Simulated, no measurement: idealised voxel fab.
voxel self aligned vias: a process module
Xsec cut, 185 nm wide, square cell size 5 nm.
Cross-section format: a grid of square cells, given as bands from top to bottom; each band is one or more rows of cells.
The entry gives the band's vertical extent as a top height and a bottom height in nm, then its horizontal make-up as materials from left to right, each with a width in nm. "blank" stands for empty space; a single material marked "everywhere" fills the band edge to edge.
It should be noted that heights are counted from 0, beneath which the wafer as supplied is of one material throughout, and that the lowest band possesses no lower boundary but continues downward, as written in "0 and below".
A two-number width, for instance "30->40", indicates that the width is equal to the first number in the top row of the band and to the second number in the bottom row, and that it changes by a constant amount per row of cells.
Step marked "remained unchanged"? Then no cell in the cross-section changed in it.
"Enclosed voids" lists enclosed empty spaces (at least 8 cells, no open path upward to the top), each as width x height at distance from the left edge, in nm.
Formally, on a step line, whatever follows the settings is a remark that the simulator itself makes on the step.
overlay nm: where the mask lay relative to plan, measured to the right, on steps with a mask; negatives go left.
What follows is a series of pairs. Each pair shows a cross-section before one process step and the cross-section after it, and the after view is drawn only down to the lowest band that changed. Beneath each pair is the step that lies between the two, with its settings. Pairs may come from different runs of this module on the same starting wafer, so a pair continues from the one above it only where its entry headed "Pre-process state" says so.

PRE-PROCESS STATE
  70 down to 55 = SiO2 everywhere
  55 down to 50 = SiN everywhere
  50 down to 45 = SiO2 (55), then SiN (25), then SiO2 (25), then SiN (25), then SiO2 (55)
  45 down to 25 = SiO2 (55), then TiN (5), then W (15), then TiN (5), then SiO2 (25), then TiN (5), then W (15), then TiN (5), then SiO2 (55)
  25 down to 20 = SiO2 (55), then TiN (25), then SiO2 (25), then TiN (25), then SiO2 (55)
  20 down to 15 = SiCN everywhere
  15 down to 0 = SiO2 everywhere
  0 and below = Si everywhere
  Enclosed voids: none

RESULTING STRUCTURE
  70 down to 55 = SiO2 (50), then blank (35), then SiO2 (100)
  Below 55, no change.
  Enclosed voids: none
What was done to get from the before section above to the after section? MASKED_ETCH, tone open, mask id VIAS, width nm 35, etch materials SiO2, depth nm 15, overlay nm 0

Pre-process state: starting point is the after cross-section of the pair just above.

RESULTING STRUCTURE
  70 down to 55 = SiO2 (50), then blank (35), then SiO2 (100)
  55 down to 50 = SiN (50), then blank (35), then SiN (100)
  Below 50, no change.
  Enclosed voids: none
What was done to get from the before section above to the after section? MASKED_ETCH, tone open, mask id VIAS, width nm 35, etch materials SiN, depth nm 5, overlay nm 0

Pre-process state: starting point is the after cross-section of the pair just above.

RESULTING STRUCTURE
  75 down to 70 = TiN (55), then blank (25), then TiN (105)
  70 down to 55 = SiO2 (50), then TiN (5), then blank (25), then TiN (5), then SiO2 (100)
  55 down to 50 = SiN (50), then TiN (35), then SiN (100)
  Below 50, no change.
  Enclosed voids: none
What was done to get from the before section above to the after section? CONFORMAL_DEP, material TiN, thk nm 5

Pre-process state: starting point is the after cross-section of the pair just above.

RESULTING STRUCTURE
  85 down to 75 = Cu everywhere
  75 down to 70 = TiN (55), then Cu (25), then TiN (105)
  70 down to 55 = SiO2 (50), then TiN (5), then Cu (25), then TiN (5), then SiO2 (100)
  Below 55, no change.
  Enclosed voids: none
What was done to get from the before section above to the after section? FILL_DEP, material Cu, thk nm 10

Pre-process state: starting point is the after cross-section of the pair just above.

RESULTING STRUCTURE
  65 down to 55 = SiO2 (50), then TiN (5), then Cu (25), then TiN (5), then SiO2 (100)
  Below 55, no change.
  Enclosed voids: none
What was done to get from the before section above to the after section? CMP, height nm 65

Pre-process state: starting point is the after cross-section of the pair just above.

RESULTING STRUCTURE
  70 down to 65 = SiCN everywhere
  Below 65, no change.
  Enclosed voids: none
What was done to get from the before section above to the after section? CONFORMAL_DEP, material SiCN, thk nm 5

PRE-PROCESS STATE
  65 down to 50 = SiO2 everywhere
  50 down to 45 = SiO2 (55), then SiN (25), then SiO2 (25), then SiN (25), then SiO2 (55)
  45 down to 25 = SiO2 (55), then TiN (5), then W (15), then TiN (5), then SiO2 (25), then TiN (5), then W (15), then TiN (5), then SiO2 (55)
  25 down to 20 = SiO2 (55), then TiN (25), then SiO2 (25), then TiN (25), then SiO2 (55)
  20 down to 15 = SiCN everywhere
  15 down to 0 = SiO2 everywhere
  0 and below = Si everywhere
  Enclosed voids: none

RESULTING STRUCTURE
  65 down to 50 = SiO2 (45), then blank (45), then SiO2 (95)
  Below 50, no change.
  Enclosed voids: none
What was done to get from the before section above to the after section? MASKED_ETCH, tone open, mask id VIAS, width nm 45, etch materials SiO2, depth nm 15, overlay nm 0

Pre-process state: starting point is the after cross-section of the pair just above.

RESULTING STRUCTURE
  65 down to 50 = SiO2 (45), then blank (45), then SiO2 (95)
  50 down to 45 = SiO2 (55), then blank (25), then SiO2 (25), then SiN (25), then SiO2 (55)
  Below 45, no change.
  Enclosed voids: none
What was done to get from the before section above to the after section? MASKED_ETCH, tone open, mask id VIAS, width nm 35, etch materials SiN, depth nm 5, overlay nm 0

Pre-process state: starting point is the after cross-section of the pair just above.

RESULTING STRUCTURE
  70 down to 65 = TiN (50), then blank (35), then TiN (100)
  65 down to 55 = SiO2 (45), then TiN (5), then blank (35), then TiN (5), then SiO2 (95)
  55 down to 50 = SiO2 (45), then TiN (15), then blank (15), then TiN (15), then SiO2 (95)
  50 down to 45 = SiO2 (55), then TiN (25), then SiO2 (25), then SiN (25), then SiO2 (55)
  Below 45, no change.
  Enclosed voids: none
What was done to get from the before section above to the after section? CONFORMAL_DEP, material TiN, thk nm 5

Pre-process state: starting point is the after cross-section of the pair just above.

RESULTING STRUCTURE
  80 down to 70 = Cu everywhere
  70 down to 65 = TiN (50), then Cu (35), then TiN (100)
  65 down to 55 = SiO2 (45), then TiN (5), then Cu (35), then TiN (5), then SiO2 (95)
  55 down to 50 = SiO2 (45), then TiN (15), then Cu (15), then TiN (15), then SiO2 (95)
  Below 50, no change.
  Enclosed voids: none
What was done to get from the before section above to the after section? FILL_DEP, material Cu, thk nm 10

Pre-process state: starting point is the after cross-section of the pair just above.

RESULTING STRUCTURE
  65 down to 55 = SiO2 (45), then TiN (5), then Cu (35), then TiN (5), then SiO2 (95)
  Below 55, no change.
  Enclosed voids: none
What was done to get from the before section above to the after section? CMP, height nm 65

Pre-process state: starting point is the after cross-section of the pair just above.

RESULTING STRUCTURE
  70 down to 65 = SiCN everywhere
  Below 65, no change.
  Enclosed voids: none
What was done to get from the before section above to the after section? CONFORMAL_DEP, material SiCN, thk nm 5

PRE-PROCESS STATE
  65 down to 50 = SiO2 everywhere
  50 down to 45 = SiO2 (55), then SiN (25), then SiO2 (25), then SiN (25), then SiO2 (55)
  45 down to 25 = SiO2 (55), then TiN (5), then W (15), then TiN (5), then SiO2 (25), then TiN (5), then W (15), then TiN (5), then SiO2 (55)
  25 down to 20 = SiO2 (55), then TiN (25), then SiO2 (25), then TiN (25), then SiO2 (55)
  20 down to 15 = SiCN everywhere
  15 down to 0 = SiO2 everywhere
  0 and below = Si everywhere
  Enclosed voids: none

RESULTING STRUCTURE
  65 down to 50 = SiO2 (55), then blank (35), then SiO2 (95)
  Below 50, no change.
  Enclosed voids: none
What was done to get from the before section above to the after section? MASKED_ETCH, tone open, mask id VIAS, width nm 35, etch materials SiO2, depth nm 15, overlay nm 5

Pre-process state: starting point is the after cross-section of the pair just above.

RESULTING STRUCTURE
  65 down to 50 = SiO2 (55), then blank (35), then SiO2 (95)
  50 down to 45 = SiO2 (55), then blank (25), then SiO2 (25), then SiN (25), then SiO2 (55)
  Below 45, no change.
  Enclosed voids: none
What was done to get from the before section above to the after section? MASKED_ETCH, tone open, mask id VIAS, width nm 35, etch materials SiN, depth nm 5, overlay nm 0

Pre-process state: starting point is the after cross-section of the pair just above.

RESULTING STRUCTURE
  70 down to 65 = TiN (60), then blank (25), then TiN (100)
  65 down to 55 = SiO2 (55), then TiN (5), then blank (25), then TiN (5), then SiO2 (95)
  55 down to 50 = SiO2 (55), then TiN (5), then blank (15), then TiN (15), then SiO2 (95)
  50 down to 45 = SiO2 (55), then TiN (25), then SiO2 (25), then SiN (25), then SiO2 (55)
  Below 45, no change.
  Enclosed voids: none
What was done to get from the before section above to the after section? CONFORMAL_DEP, material TiN, thk nm 5

Pre-process state: starting point is the after cross-section of the pair just above.

RESULTING STRUCTURE
  80 down to 70 = Cu everywhere
  70 down to 65 = TiN (60), then Cu (25), then TiN (100)
  65 down to 55 = SiO2 (55), then TiN (5), then Cu (25), then TiN (5), then SiO2 (95)
  55 down to 50 = SiO2 (55), then TiN (5), then Cu (15), then TiN (15), then SiO2 (95)
  Below 50, no change.
  Enclosed voids: none
What was done to get from the before section above to the after section? FILL_DEP, material Cu, thk nm 10

Pre-process state: starting point is the after cross-section of the pair just above.

RESULTING STRUCTURE
  65 down to 55 = SiO2 (55), then TiN (5), then Cu (25), then TiN (5), then SiO2 (95)
  Below 55, no change.
  Enclosed voids: none
What was done to get from the before section above to the after section? CMP, height nm 65

Pre-process state: starting point is the after cross-section of the pair just above.

RESULTING STRUCTURE
  70 down to 65 = SiCN everywhere
  Below 65, no change.
  Enclosed voids: none
What was done to get from the before section above to the after section? CONFORMAL_DEP, material SiCN, thk nm 5

PRE-PROCESS STATE
  65 down to 50 = SiO2 (50), then blank (35), then SiO2 (100)
  50 down to 45 = SiO2 (55), then blank (25), then SiO2 (25), then SiN (25), then SiO2 (55)
  45 down to 25 = SiO2 (55), then TiN (5), then W (15), then TiN (5), then SiO2 (25), then TiN (5), then W (15), then TiN (5), then SiO2 (55)
  25 down to 20 = SiO2 (55), then TiN (25), then SiO2 (25), then TiN (25), then SiO2 (55)
  20 down to 15 = SiCN everywhere
  15 down to 0 = SiO2 everywhere
  0 and below = Si everywhere
  Enclosed voids: none

RESULTING STRUCTURE
  70 down to 55 = SiO2 (55), then blank (25), then SiO2 (105)
  55 down to 50 = SiO2 (60), then blank (15), then SiO2 (110)
  50 down to 45 = SiO2 (105), then SiN (25), then SiO2 (55)
  Below 45, no change.
  Enclosed voids: none
What was done to get from the before section above to the after section? CONFORMAL_DEP, material SiO2, thk nm 5

Pre-process state: starting point is the after cross-section of the pair just above.

RESULTING STRUCTURE
  80 down to 70 = Cu everywhere
  70 down to 55 = SiO2 (55), then Cu (25), then SiO2 (105)
  55 down to 50 = SiO2 (60), then Cu (15), then SiO2 (110)
  Below 50, no change.
  Enclosed voids: none
What was done to get from the before section above to the after section? FILL_DEP, material Cu, thk nm 10

Pre-process state: starting point is the after cross-section of the pair just above.

RESULTING STRUCTURE
  65 down to 55 = SiO2 (55), then Cu (25), then SiO2 (105)
  Below 55, no change.
  Enclosed voids: none
What was done to get from the before section above to the after section? CMP, height nm 65

Pre-process state: starting point is the after cross-section of the pair just above.

RESULTING STRUCTURE
  70 down to 65 = SiCN everywhere
  Below 65, no change.
  Enclosed voids: none
What was done to get from the before section above to the after section? CONFORMAL_DEP, material SiCN, thk nm 5

PRE-PROCESS STATE
  65 down to 50 = SiO2 everywhere
  50 down to 45 = SiO2 (55), then SiN (25), then SiO2 (25), then SiN (25), then SiO2 (55)
  45 down to 25 = SiO2 (55), then TiN (5), then W (15), then TiN (5), then SiO2 (25), then TiN (5), then W (15), then TiN (5), then SiO2 (55)
  25 down to 20 = SiO2 (55), then TiN (25), then SiO2 (25), then TiN (25), then SiO2 (55)
  20 down to 15 = SiCN everywhere
  15 down to 0 = SiO2 everywhere
  0 and below = Si everywhere
  Enclosed voids: none

RESULTING STRUCTURE
  65 down to 50 = blank (50), then SiO2 (35), then blank (100)
  Below 50, no change.
  Enclosed voids: none
What was done to get from the before section above to the after section? MASKED_ETCH, tone cover, mask id VIAS, width nm 35, etch materials SiO2, depth nm 15, overlay nm 0

Pre-process state: starting point is the after cross-section of the pair just above.

RESULTING STRUCTURE
  70 down to 65 = blank (45), then TiN (45), then blank (95)
  65 down to 55 = blank (45), then TiN (5), then SiO2 (35), then TiN (5), then blank (95)
  55 down to 50 = TiN (50), then SiO2 (35), then TiN (100)
  Below 50, no change.
  Enclosed voids: none
What was done to get from the before section above to the after section? CONFORMAL_DEP, material TiN, thk nm 5

Pre-process state: starting point is the after cross-section of the pair just above.

RESULTING STRUCTURE
  80 down to 70 = Cu everywhere
  70 down to 65 = Cu (45), then TiN (45), then Cu (95)
  65 down to 55 = Cu (45), then TiN (5), then SiO2 (35), then TiN (5), then Cu (95)
  Below 55, no change.
  Enclosed voids: none
What was done to get from the before section above to the after section? FILL_DEP, material Cu, thk nm 10

Pre-process state: starting point is the after cross-section of the pair just above.

RESULTING STRUCTURE
  65 down to 55 = Cu (45), then TiN (5), then SiO2 (35), then TiN (5), then Cu (95)
  Below 55, no change.
  Enclosed voids: none
What was done to get from the before section above to the after section? CMP, height nm 65

Pre-process state: starting point is the after cross-section of the pair just above.

RESULTING STRUCTURE
  70 down to 65 = SiCN everywhere
  Below 65, no change.
  Enclosed voids: none
What was done to get from the before section above to the after section? CONFORMAL_DEP, material SiCN, thk nm 5
